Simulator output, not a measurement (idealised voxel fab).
This is a process module. Its name is voxel capacitor over wiring.
Section cut is 265 nm wide and gridded with 5 nm square cells.
Cross-section, as written here: a square-cell grid given band by band from the top down, where a band holds one or more rows of cells.
What a band's entry tells you: where the top is and where the bottom is, as heights in nm, and after that what lies inside, material by material from left to right, each with its width in nm. Empty space is written as the word "blank", and a single material marked with the word "full width" occupies the band from edge to edge.
We count height from 0. Below that, the starting wafer is all one material. The lowest band never ends at the bottom but goes on down; see "from 0 down" for how that is written.
Read "30 to 40" as a graded width: first number on top, second number at the bottom, same change between each pair of neighbouring rows.
For the purposes of this document, the phrase "everything unchanged" attached to a step denotes that no cell within the cross-section was modified by that step.
Look at "Closed void roster" for the closed voids: empty spaces with no open path to the top, sized 8 cells or up. Each is width x height at distance, distance from the left edge, all nm.
Note: text after step settings on the step line = simulator remark on that step.
overlay nm: on a step with a mask, how far right of its planned place the mask lay; negative means left.

[The following list gives the planned process steps]
| 1 | RECEIVE,material Si |
| 2 | CONFORMAL_DEP,material SiO2,thk nm 10 |
| 3 | DIRECTIONAL_DEP,material TiN,thk nm 5 |
| 4 | DIRECTIONAL_DEP,material Ru,thk nm 15 |
| 5 | PATTERN,tone cover,mask id METAL_1,material resist,width nm 30,pitch nm 100,thk nm 15,overlay nm -15 |
| 6 | DIRECTIONAL_ETCH,etch materials Ru,depth nm 15 |
| 7 | DIRECTIONAL_ETCH,etch materials TiN,depth nm 5 |
| 8 | STRIP,etch materials resist |
| 9 | FILL_DEP,material SiO2,thk nm 10 |
| 10 | CMP,height nm 30 |
| 11 | CONFORMAL_DEP,material SiCN,thk nm 5 |
| 12 | DIRECTIONAL_DEP,material SiO2,thk nm 20 |
| 13 | PATTERN,tone open,mask id PLUG_1,material resist,width nm 15,thk nm 20,overlay nm 0 |
| 14 | DIRECTIONAL_ETCH,etch materials SiO2,depth nm 20 |
| 15 | DIRECTIONAL_ETCH,etch materials SiCN,depth nm 5 |
| 16 | STRIP,etch materials resist |
| 17 | CONFORMAL_DEP,material TiN,thk nm 5 |
| 18 | FILL_DEP,material W,thk nm 5 |
| 19 | CMP,height nm 55 |
| 20 | DIRECTIONAL_DEP,material TiN,thk nm 10 |
| 21 | DIRECTIONAL_DEP,material SiN,thk nm 5 |
| 22 | DIRECTIONAL_DEP,material TiN,thk nm 5 |
| 23 | DIRECTIONAL_DEP,material aC,thk nm 10 |
| 24 | PATTERN,tone cover,mask id UPPER_PLATE,material resist,width nm 75,thk nm 30,overlay nm 0 |
| 25 | DIRECTIONAL_ETCH,etch materials aC,depth nm 10 |
| 26 | STRIP,etch materials resist |
| 27 | DIRECTIONAL_ETCH,etch materials TiN,depth nm 5 |
| 28 | DIRECTIONAL_ETCH,etch materials SiN,depth nm 5 |
| 29 | STRIP,etch materials aC |
| 30 | DIRECTIONAL_DEP,material aC,thk nm 15 |
| 31 | PATTERN,tone cover,mask id LOWER_PLATE,material resist,width nm 85,thk nm 30,overlay nm 0 |
| 32 | DIRECTIONAL_ETCH,etch materials aC,depth nm 15 |
| 33 | STRIP,etch materials resist |
| 34 | DIRECTIONAL_ETCH,etch materials TiN,depth nm 10 |
| 35 | STRIP,etch materials aC |
| 36 | FILL_DEP,material SiO2,thk nm 15 |
| 37 | CMP,height nm 85 |
| 38 | DIRECTIONAL_DEP,material aC,thk nm 15 |
| 39 | PATTERN,tone open,mask id PLUG_2,material resist,width nm 15,thk nm 30,overlay nm 0 |
| 40 | DIRECTIONAL_ETCH,etch materials aC,depth nm 15 |
| 41 | STRIP,etch materials resist |
| 42 | DIRECTIONAL_ETCH,etch materials SiO2,depth nm 10 |
| 43 | STRIP,etch materials aC |
| 44 | CONFORMAL_DEP,material TiN,thk nm 5 |
| 45 | FILL_DEP,material Cu,thk nm 5 |
| 46 | CMP,height nm 85 |
| 47 | CONFORMAL_DEP,material SiN,thk nm 5 |
Heads up: all these wafers start the same, and what changes between them is the overlay nm in step 5. The value you see in the plan is just what the first wafer got.

[The first of several wafers, as received after step 1, seen in section]
  from 0 down: Si full width
  Closed void roster: none

[First of several wafers, sectioned at end of module (last step: step 47)]
  from 90 to 85: SiN full width
  from 85 to 80: 90 nm SiO2 | 5 nm TiN | 5 nm Cu | 5 nm TiN | 160 nm SiO2
  from 80 to 70: 90 to 80 nm SiO2 | 15 to 75 nm TiN | 160 to 110 nm SiO2
  from 70 to 65: 80 nm SiO2 | 75 nm SiN | 110 nm SiO2
  from 65 to 55: 75 nm SiO2 | 85 nm TiN | 105 nm SiO2
  from 55 to 35: 80 nm SiO2 | 5 nm TiN | 5 nm W | 5 nm TiN | 170 nm SiO2
  from 35 to 30: 80 nm SiCN | 15 nm TiN | 170 nm SiCN
  from 30 to 15: 50 nm SiO2 | 30 nm Ru | 70 nm SiO2 | 30 nm Ru | 85 nm SiO2
  from 15 to 10: 50 nm SiO2 | 30 nm TiN | 70 nm SiO2 | 30 nm TiN | 85 nm SiO2
  from 10 to 0: SiO2 full width
  from 0 down: Si full width
  Closed void roster: none

[The module's end: a cross-section of the last wafer]
  from 90 to 85: SiN full width
  from 85 to 80: 90 nm SiO2 | 5 nm TiN | 5 nm Cu | 5 nm TiN | 160 nm SiO2
  from 80 to 70: 90 to 80 nm SiO2 | 15 to 75 nm TiN | 160 to 110 nm SiO2
  from 70 to 65: 80 nm SiO2 | 75 nm SiN | 110 nm SiO2
  from 65 to 55: 75 nm SiO2 | 85 nm TiN | 105 nm SiO2
  from 55 to 35: 80 nm SiO2 | 5 nm TiN | 5 nm W | 5 nm TiN | 170 nm SiO2
  from 35 to 30: 80 nm SiCN | 15 nm TiN | 170 nm SiCN
  from 30 to 15: 80 nm SiO2 | 30 nm Ru | 70 nm SiO2 | 30 nm Ru | 55 nm SiO2
  from 15 to 10: 80 nm SiO2 | 30 nm TiN | 70 nm SiO2 | 30 nm TiN | 55 nm SiO2
  from 10 to 0: SiO2 full width
  from 0 down: Si full width
  Closed void roster: none

[Table: wafers, a row each; end-of-module cell change per material since receipt, gain (+), loss (-); then closed voids]
overlay nm -15, +1 Cu, +36 Ru, +50 SiCN, +68 SiN, +718 SiO2, +77 TiN, +4 W, Closed void roster: none
overlay nm -10, +1 Cu, +36 Ru, +50 SiCN, +68 SiN, +718 SiO2, +77 TiN, +4 W, Closed void roster: none
overlay nm -5, +1 Cu, +36 Ru, +50 SiCN, +68 SiN, +718 SiO2, +77 TiN, +4 W, Closed void roster: none
overlay nm 0, +1 Cu, +36 Ru, +50 SiCN, +68 SiN, +718 SiO2, +77 TiN, +4 W, Closed void roster: none
overlay nm 5, +1 Cu, +36 Ru, +50 SiCN, +68 SiN, +718 SiO2, +77 TiN, +4 W, Closed void roster: none
overlay nm 10, +1 Cu, +36 Ru, +50 SiCN, +68 SiN, +718 SiO2, +77 TiN, +4 W, Closed void roster: none
overlay nm 15, +1 Cu, +36 Ru, +50 SiCN, +68 SiN, +718 SiO2, +77 TiN, +4 W, Closed void roster: none
